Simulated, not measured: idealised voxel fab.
Process module name: voxel double patterning
160 nm wide, 5 nm square cells: that's cross-section cut.
Bands, listed from the top down, are how a cross-section gets written in this document; the cross-section itself is a grid of square cells, and a band is one or more rows of them. Top height, bottom height, nm. Materials left to right, width each, nm. Single material + "full width" = fills band edge to edge. "empty" = empty. For the purposes of this specification, 0 denotes the height below which the wafer in its as-received condition is composed wholly of one material, and the lowermost band, lacking a lower limit, extends downward without end, as expressed in "from 0 down". A two-number width, for instance "30..40", indicates that the width is equal to the first number in the top row of the band and to the second number in the bottom row, and that it changes by a constant amount per row of cells. "no alteration" for a step: no cell of the cross-section changed in that step. The entry "Enclosed voids" lists the empty spaces that cover at least 8 cells and have no open path to the top. Each is written as width x height at distance, where the distance is measured from the left edge and all three values are in nm. after a step's settings: what the simulator itself notes on the step. Each step line may optionally specify "overlay nm", which for a step with a mask gives the rightward distance between the mask's planned place and where it lay, a negative value indicating the leftward direction.

## Planned step list for the process
1 RECEIVE,material Si
2 CONFORMAL_DEP,material SiO2,thk nm 10
3 DIRECTIONAL_DEP,material W,thk nm 10
4 DIRECTIONAL_DEP,material SiN,thk nm 5
5 DIRECTIONAL_DEP,material aC,thk nm 15
6 PATTERN,tone open,mask id FIRST,material resist,width nm 15,pitch nm 50,thk nm 35,overlay nm 0
7 DIRECTIONAL_ETCH,etch materials aC,depth nm 15
8 STRIP,etch materials resist
9 DIRECTIONAL_ETCH,etch materials SiN,depth nm 5
10 STRIP,etch materials aC
11 DIRECTIONAL_DEP,material aC,thk nm 10
12 PATTERN,tone open,mask id SECOND,material resist,width nm 15,thk nm 30,overlay nm 0
13 DIRECTIONAL_ETCH,etch materials aC,depth nm 10
14 STRIP,etch materials resist
15 DIRECTIONAL_ETCH,etch materials SiN,depth nm 5
16 STRIP,etch materials aC
17 DIRECTIONAL_ETCH,etch materials W,depth nm 10
18 STRIP,etch materials SiN

## Incoming wafer, cross-sectional view, post step 1
- from 0 down = Si full width
- Enclosed voids: none

## Run as planned - first of the two wafers cross-sectioned at the end of the module
- from 20 to 10 = W=45 | empty=15 | W=10 | empty=15 | W=10 | empty=15 | W=50
- from 10 to 0 = SiO2 full width
- from 0 down = Si full width
- Enclosed voids: none

## Second wafer cross-section at end of module - shared start and plan with the first, one mistake in the run
- from 10 to 0 = W=45 | empty=15 | W=10 | empty=15 | W=10 | empty=15 | W=50
- from 0 down = Si full width
- Enclosed voids: none
Want to know what went wrong? step 2 of the plan was bypassed and not carried out
FYI, end of process, the second wafer has more or fewer cells of some materials than the first: SiO2: 64 fewer
